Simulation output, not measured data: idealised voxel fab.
The process module that follows is named voxel ribs on slabs.
Xsec cut, 145 nm wide, square cell size 5 nm.
This document writes a cross-section as a grid whose cells are square, and gives it as bands, listed from the top down; one or more rows of cells form a band.
Per band: top height and bottom height in nm, followed by the left-to-right materials and their widths in nm; "all across" marks a single material spanning edge to edge, "blank" marks empty space.
Height 0 is the level under which the wafer as received is all one material. The lowest band goes on downwards, as in "z 0 and below".
Per-row width for "30->40": begins at first number (top row of band), ends at second number (bottom row), increment between rows held constant.
Where the words "all unchanged" appear for a step, the cross-section shows no cell changed by that step; every cell remained as before.
"Closed void entries": empty spaces of 8 cells or more with no open way to the top, each given as width x height at distance, distance from the left edge, all in nm.
It should be noted that, on the line of a given step, the content following the step's settings is a remark produced by the simulator itself with respect to that step.
overlay nm: mask offset rightward from planned place, masked step; negative means leftward offset.

[The following list gives the planned process steps]
| 1 | RECEIVE with material Si |
| 2 | DIRECTIONAL_DEP with material SiO2, thk nm 25 |
| 3 | DIRECTIONAL_DEP with material polySi, thk nm 20 |
| 4 | DIRECTIONAL_DEP with material aC, thk nm 15 |
| 5 | PATTERN with tone cover, mask id RIB, material resist, width nm 30, thk nm 30, overlay nm 0 |
| 6 | DIRECTIONAL_ETCH with etch materials aC, depth nm 15 |
| 7 | STRIP with etch materials resist |
| 8 | DIRECTIONAL_ETCH with etch materials polySi, depth nm 10 |
| 9 | STRIP with etch materials aC |
| 10 | DIRECTIONAL_DEP with material aC, thk nm 10 |
| 11 | PATTERN with tone cover, mask id SLAB, material resist, width nm 80, thk nm 25, overlay nm -15 |
| 12 | DIRECTIONAL_ETCH with etch materials aC, depth nm 10 |
| 13 | STRIP with etch materials resist |
| 14 | DIRECTIONAL_ETCH with etch materials polySi, depth nm 10 |
| 15 | STRIP with etch materials aC |
| 16 | FILL_DEP with material SiO2, thk nm 20 |
| 17 | CMP with height nm 55 |
| 18 | DIRECTIONAL_DEP with material W, thk nm 5 |
| 19 | DIRECTIONAL_DEP with material aC, thk nm 15 |
| 20 | PATTERN with tone cover, mask id HEATER, material resist, width nm 40, thk nm 30, overlay nm 0 |
| 21 | DIRECTIONAL_ETCH with etch materials aC, depth nm 15 |
| 22 | STRIP with etch materials resist |
| 23 | DIRECTIONAL_ETCH with etch materials W, depth nm 5 |
| 24 | STRIP with etch materials aC |
| 25 | CONFORMAL_DEP with material SiO2, thk nm 10 |
Where the wafers of this document differ is in the overlay nm of step 11; they start out the same, and the plan states the value that applied to the first wafer.

[Cross-section, first of several wafers, as delivered after step 1]
> z 0 and below: Si all across
> Closed void entries: none

[Take a look at the first of several wafers in cross-section: the module is done, and step 25 was its last step]
> z 70 to 65: blank 40 nm, SiO2 60 nm, blank 45 nm
> z 65 to 60: SiO2 all across
> z 60 to 55: SiO2 50 nm, W 40 nm, SiO2 55 nm
> z 55 to 45: SiO2 all across
> z 45 to 35: SiO2 55 nm, polySi 30 nm, SiO2 60 nm
> z 35 to 25: SiO2 15 nm, polySi 80 nm, SiO2 50 nm
> z 25 to 0: SiO2 all across
> z 0 and below: Si all across
> Closed void entries: none

[X-section, last wafer, module end]
> z 70 to 65: blank 40 nm, SiO2 60 nm, blank 45 nm
> z 65 to 60: SiO2 all across
> z 60 to 55: SiO2 50 nm, W 40 nm, SiO2 55 nm
> z 55 to 45: SiO2 all across
> z 45 to 35: SiO2 55 nm, polySi 30 nm, SiO2 60 nm
> z 35 to 25: SiO2 45 nm, polySi 80 nm, SiO2 20 nm
> z 25 to 0: SiO2 all across
> z 0 and below: Si all across
> Closed void entries: none

[For your reference, the table is organized with a row per wafer; each row reflects the wafer at the end of the module, indicating for each material the cells gained (+) or lost (-) since receipt, and thereafter its closed voids]
overlay nm -15; +337 SiO2; +8 W; +44 polySi; Closed void entries: none
overlay nm -10; +337 SiO2; +8 W; +44 polySi; Closed void entries: none
overlay nm -5; +337 SiO2; +8 W; +44 polySi; Closed void entries: none
overlay nm 0; +337 SiO2; +8 W; +44 polySi; Closed void entries: none
overlay nm 5; +337 SiO2; +8 W; +44 polySi; Closed void entries: none
overlay nm 10; +337 SiO2; +8 W; +44 polySi; Closed void entries: none
overlay nm 15; +337 SiO2; +8 W; +44 polySi; Closed void entries: none
